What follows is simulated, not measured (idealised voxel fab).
process module | voxel trench capacitor
cross-section cut | 275 nm wide | cells 5 nm
A cross-section is a grid of square cells, given in bands from the top down. A band is one or more rows of cells.
Each band's line starts with the height of the band's top and of its bottom, in nm. Then come its materials from left to right, each with its width in nm. One material with "throughout" fills the band from edge to edge. "air" is empty space.
Height 0 is the level under which the wafer as received is all one material. The lowest band goes on downwards, as in "0 down".
A width such as "30 to 40" changes by the same amount from each row of cells to the next, from the band's top row to its bottom row.
"no change" after a step means that no cell of the cross-section changed.
closed voids: empty space of 8 cells or more with no open way to the top, each as width x height at its distance from the left edge, in nm
after a step's settings: what the simulator itself notes on the step
overlay nm, on a step with a mask: how far to the right of its planned place the mask lay; to the left if negative
plan
1 op RECEIVE | material Si
2 op CONFORMAL_DEP | material SiN | thk nm 10
3 op PATTERN | tone open | mask id TRENCH | material resist | width nm 20 | pitch nm 50 | thk nm 15 | overlay nm 0
4 op DIRECTIONAL_ETCH | etch materials SiN | depth nm 10
5 op DIRECTIONAL_ETCH | etch materials Si | depth nm 30
6 op STRIP | etch materials resist
7 op CONFORMAL_DEP | material Al2O3 | thk nm 5
8 op FILL_DEP | material polySi | thk nm 10
9 op CMP | height nm 10
first wafer, as planned
as received, after step 1
  0 down: Si throughout
  closed voids: none
after step 2
  10 to 0: SiN throughout
  below 0: unchanged
after step 3
  25 to 10: resist 100 | air 20 | resist 30 | air 20 | resist 105
  below 10: unchanged
after step 4
  25 to 10: resist 100 | air 20 | resist 30 | air 20 | resist 105
  10 to 0: SiN 100 | air 20 | SiN 30 | air 20 | SiN 105
  below 0: unchanged
after step 5
  25 to 10: resist 100 | air 20 | resist 30 | air 20 | resist 105
  10 to 0: SiN 100 | air 20 | SiN 30 | air 20 | SiN 105
  0 to -30: Si 100 | air 20 | Si 30 | air 20 | Si 105
  below -30: unchanged
after step 6
  10 to 0: SiN 100 | air 20 | SiN 30 | air 20 | SiN 105
  below 0: unchanged
after step 7
  15 to 10: Al2O3 105 | air 10 | Al2O3 40 | air 10 | Al2O3 110
  10 to 0: SiN 100 | Al2O3 5 | air 10 | Al2O3 5 | SiN 30 | Al2O3 5 | air 10 | Al2O3 5 | SiN 105
  0 to -25: Si 100 | Al2O3 5 | air 10 | Al2O3 5 | Si 30 | Al2O3 5 | air 10 | Al2O3 5 | Si 105
  -25 to -30: Si 100 | Al2O3 20 | Si 30 | Al2O3 20 | Si 105
  below -30: unchanged
after step 8
  25 to 15: polySi throughout
  15 to 10: Al2O3 105 | polySi 10 | Al2O3 40 | polySi 10 | Al2O3 110
  10 to 0: SiN 100 | Al2O3 5 | polySi 10 | Al2O3 5 | SiN 30 | Al2O3 5 | polySi 10 | Al2O3 5 | SiN 105
  0 to -25: Si 100 | Al2O3 5 | polySi 10 | Al2O3 5 | Si 30 | Al2O3 5 | polySi 10 | Al2O3 5 | Si 105
  below -25: unchanged
after step 9
  10 to 0: SiN 100 | Al2O3 5 | polySi 10 | Al2O3 5 | SiN 30 | Al2O3 5 | polySi 10 | Al2O3 5 | SiN 105
  below 0: unchanged
second wafer: like start, like plan, one mistake. Through step 4 it matches the first wafer
when step 5 should have ended
  25 to 10: resist 100 | air 20 | resist 30 | air 20 | resist 105
  10 to 0: SiN 100 | air 20 | SiN 30 | air 20 | SiN 105
  0 to -60: Si 100 | air 20 | Si 30 | air 20 | Si 105
  below -60: unchanged
when step 6 should have ended
  10 to 0: SiN 100 | air 20 | SiN 30 | air 20 | SiN 105
  below 0: unchanged
when step 7 should have ended
  15 to 10: Al2O3 105 | air 10 | Al2O3 40 | air 10 | Al2O3 110
  10 to 0: SiN 100 | Al2O3 5 | air 10 | Al2O3 5 | SiN 30 | Al2O3 5 | air 10 | Al2O3 5 | SiN 105
  0 to -55: Si 100 | Al2O3 5 | air 10 | Al2O3 5 | Si 30 | Al2O3 5 | air 10 | Al2O3 5 | Si 105
  -55 to -60: Si 100 | Al2O3 20 | Si 30 | Al2O3 20 | Si 105
  below -60: unchanged
when step 8 should have ended
  25 to 15: polySi throughout
  15 to 10: Al2O3 105 | polySi 10 | Al2O3 40 | polySi 10 | Al2O3 110
  10 to 0: SiN 100 | Al2O3 5 | polySi 10 | Al2O3 5 | SiN 30 | Al2O3 5 | polySi 10 | Al2O3 5 | SiN 105
  0 to -55: Si 100 | Al2O3 5 | polySi 10 | Al2O3 5 | Si 30 | Al2O3 5 | polySi 10 | Al2O3 5 | Si 105
  below -55: unchanged
when step 9 should have ended
  10 to 0: SiN 100 | Al2O3 5 | polySi 10 | Al2O3 5 | SiN 30 | Al2O3 5 | polySi 10 | Al2O3 5 | SiN 105
  below 0: unchanged
what went wrong: step 5 was run twice
at the end the second wafer has, in cells: 24 more of Al2O3 | 48 fewer of Si | 24 more of polySi
